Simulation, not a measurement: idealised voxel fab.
voxel wiring stack: a process module
This is section cut - it's 190 nm across, gridded in 5 nm square cells.
Cross-section spec: square-cell grid; bands listed top down; each band is one or more rows. Look at the band entry: it leads with the top's height and the bottom's height in nm. Then it lists the materials left to right, with a width in nm for each. The word "edge to edge" on a single material says that material fills the band edge to edge. The word "air" is empty space. Below 0: as-received wafer, all one material; heights counted from there. Lowest band: no bottom, goes on down, written "0..down". Width "30->40": first value at the band's top row of cells, second value at its bottom row, equal change from row to row. Reading "no modification" for a step: not a cell of the cross-section changed in it. Empty spaces counting at least 8 cells and having no open way to the top are listed in "Cavities, closed". The notation width x height at distance is used for each, the distance being from the left edge and all three values in nm. Where a step's line continues beyond its settings, the continuation is a remark by the simulator itself on that step. The setting "overlay nm" may be written on the line of a step. When the step uses a mask, the value reports how far to the right of the planned place the mask lay, and a negative value reports that it lay to the left.

-- Steps planned for the process
1. op RECEIVE | material Si
2. op CONFORMAL_DEP | material SiO2 | thk nm 5
3. op CONFORMAL_DEP | material SiN | thk nm 5
4. op DIRECTIONAL_DEP | material lowk | thk nm 25
5. op PATTERN | tone open | mask id METAL_1 | material resist | width nm 20 | pitch nm 40 | thk nm 15 | overlay nm 0
6. op DIRECTIONAL_ETCH | etch materials lowk | depth nm 25
7. op DIRECTIONAL_ETCH | etch materials SiN | depth nm 5
8. op STRIP | etch materials resist
9. op CONFORMAL_DEP | material TiN | thk nm 5
10. op FILL_DEP | material W | thk nm 10
11. op CMP | height nm 45
12. op EPI | material Ru | thk nm 5
13. op FILL_DEP | material SiCN | thk nm 5
14. op DIRECTIONAL_DEP | material lowk | thk nm 30
15. op DIRECTIONAL_DEP | material aC | thk nm 10
16. op PATTERN | tone open | mask id METAL_2 | material resist | width nm 20 | pitch nm 40 | thk nm 25 | overlay nm 0
17. op DIRECTIONAL_ETCH | etch materials aC | depth nm 10
18. op STRIP | etch materials resist
19. op DIRECTIONAL_ETCH | etch materials lowk | depth nm 20
20. op STRIP | etch materials aC
21. op PATTERN | tone open | mask id METAL_2_HOLES | material resist | width nm 15 | pitch nm 40 | thk nm 20 | overlay nm 0
22. op DIRECTIONAL_ETCH | etch materials lowk | depth nm 10
23. op DIRECTIONAL_ETCH | etch materials SiCN | depth nm 5
24. op STRIP | etch materials resist
25. op CONFORMAL_DEP | material TiN | thk nm 5
26. op FILL_DEP | material Ru | thk nm 5
27. op CMP | height nm 85
28. op CONFORMAL_DEP | material SiCN | thk nm 5
29. op DIRECTIONAL_DEP | material lowk | thk nm 15
30. op DIRECTIONAL_DEP | material aC | thk nm 15
31. op PATTERN | tone open | mask id PLUG_2 | material resist | width nm 15 | thk nm 30 | overlay nm 0
32. op DIRECTIONAL_ETCH | etch materials aC | depth nm 15
33. op STRIP | etch materials resist
34. op DIRECTIONAL_ETCH | etch materials lowk | depth nm 15
35. op DIRECTIONAL_ETCH | etch materials SiCN | depth nm 5
36. op STRIP | etch materials aC
37. op CONFORMAL_DEP | material TiN | thk nm 5
38. op FILL_DEP | material Cu | thk nm 5
39. op CMP | height nm 105
40. op CONFORMAL_DEP | material SiCN | thk nm 5
41. op DIRECTIONAL_DEP | material SiO2 | thk nm 15
42. op PATTERN | tone open | mask id METAL_3 | material resist | width nm 20 | pitch nm 40 | thk nm 20 | overlay nm 0
43. op DIRECTIONAL_ETCH | etch materials SiO2 | depth nm 15
44. op DIRECTIONAL_ETCH | etch materials SiCN | depth nm 5
45. op STRIP | etch materials resist
46. op CONFORMAL_DEP | material TiN | thk nm 5
47. op FILL_DEP | material Cu | thk nm 10
48. op CMP | height nm 125
49. op CONFORMAL_DEP | material SiN | thk nm 5
Wafer-to-wafer difference: thk nm, step 2. Common start. Plan = first wafer's value.

-- Cross-sectional view of the first of several wafers in the as-received condition, corresponding to the state following step 1
	0..down: Si edge to edge
	Cavities, closed: none

-- First wafer of several, cross-section, module end, after step 49 (last)
	130..125: SiN edge to edge
	125..110: 65 nm SiO2  5 nm TiN  10 nm Cu  5 nm TiN  20 nm SiO2  5 nm TiN  10 nm Cu  5 nm TiN  65 nm SiO2
	110..105: 65 nm SiCN  20 nm TiN  20 nm SiCN  20 nm TiN  65 nm SiCN
	105..90: 65 nm lowk  5 nm TiN  5 nm Cu  5 nm TiN  110 nm lowk
	90..85: 65 nm SiCN  15 nm TiN  110 nm SiCN
	85..70: 65 nm lowk  5 nm TiN  10 nm Ru  5 nm TiN  20 nm lowk  5 nm TiN  10 nm Ru  5 nm TiN  65 nm lowk
	70..65: 65 nm lowk  5 nm TiN  5 nm Ru  10 nm TiN  20 nm lowk  5 nm TiN  5 nm Ru  10 nm TiN  65 nm lowk
	65..55: 65 nm lowk  5 nm TiN  5 nm Ru  5 nm TiN  25 nm lowk  5 nm TiN  5 nm Ru  5 nm TiN  70 nm lowk
	55..50: 65 nm SiCN  15 nm TiN  25 nm SiCN  15 nm TiN  70 nm SiCN
	50..45: Ru edge to edge
	45..40: W edge to edge
	40..35: 70 nm TiN  10 nm W  30 nm TiN  10 nm W  70 nm TiN
	35..10: 65 nm lowk  5 nm TiN  10 nm W  5 nm TiN  20 nm lowk  5 nm TiN  10 nm W  5 nm TiN  65 nm lowk
	10..5: 65 nm SiN  20 nm TiN  20 nm SiN  20 nm TiN  65 nm SiN
	5..0: SiO2 edge to edge
	0..down: Si edge to edge
	Cavities, closed: none

-- Showing the last wafer in cross-section at the end of the module
	130..125: SiN edge to edge
	125..110: 65 nm SiO2  5 nm TiN  10 nm Cu  5 nm TiN  20 nm SiO2  5 nm TiN  10 nm Cu  5 nm TiN  65 nm SiO2
	110..105: 65 nm SiCN  20 nm TiN  20 nm SiCN  20 nm TiN  65 nm SiCN
	105..90: 65 nm lowk  5 nm TiN  5 nm Cu  5 nm TiN  110 nm lowk
	90..85: 65 nm SiCN  15 nm TiN  110 nm SiCN
	85..70: 65 nm lowk  5 nm TiN  10 nm Ru  5 nm TiN  20 nm lowk  5 nm TiN  10 nm Ru  5 nm TiN  65 nm lowk
	70..65: 65 nm lowk  5 nm TiN  5 nm Ru  10 nm TiN  20 nm lowk  5 nm TiN  5 nm Ru  10 nm TiN  65 nm lowk
	65..55: 65 nm lowk  5 nm TiN  5 nm Ru  5 nm TiN  25 nm lowk  5 nm TiN  5 nm Ru  5 nm TiN  70 nm lowk
	55..50: 65 nm SiCN  15 nm TiN  25 nm SiCN  15 nm TiN  70 nm SiCN
	50..45: 60 nm SiCN  30 nm Ru  10 nm SiCN  30 nm Ru  60 nm SiCN
	45..35: 65 nm lowk  5 nm TiN  10 nm W  5 nm TiN  20 nm lowk  5 nm TiN  10 nm W  5 nm TiN  65 nm lowk
	35..30: 65 nm SiN  20 nm TiN  20 nm SiN  20 nm TiN  65 nm SiN
	30..0: SiO2 edge to edge
	0..down: Si edge to edge
	Cavities, closed: none

-- Where each wafer stands at the end of the module, a row apiece: cells of each material gained (+) or lost (-) since it was received, then closed voids
thk nm 5, +15 Cu, +56 Ru, +97 SiCN, +68 SiN, +128 SiO2, +123 TiN, +62 W, +439 lowk, Cavities, closed: none
thk nm 10, +15 Cu, +56 Ru, +97 SiCN, +68 SiN, +166 SiO2, +123 TiN, +24 W, +439 lowk, Cavities, closed: none
thk nm 15, +15 Cu, +30 Ru, +123 SiCN, +68 SiN, +204 SiO2, +89 TiN, +20 W, +439 lowk, Cavities, closed: none
thk nm 20, +15 Cu, +30 Ru, +123 SiCN, +68 SiN, +242 SiO2, +85 TiN, +16 W, +409 lowk, Cavities, closed: none
thk nm 25, +15 Cu, +30 Ru, +123 SiCN, +68 SiN, +280 SiO2, +81 TiN, +12 W, +379 lowk, Cavities, closed: none
thk nm 30, +15 Cu, +30 Ru, +123 SiCN, +68 SiN, +318 SiO2, +77 TiN, +8 W, +349 lowk, Cavities, closed: none
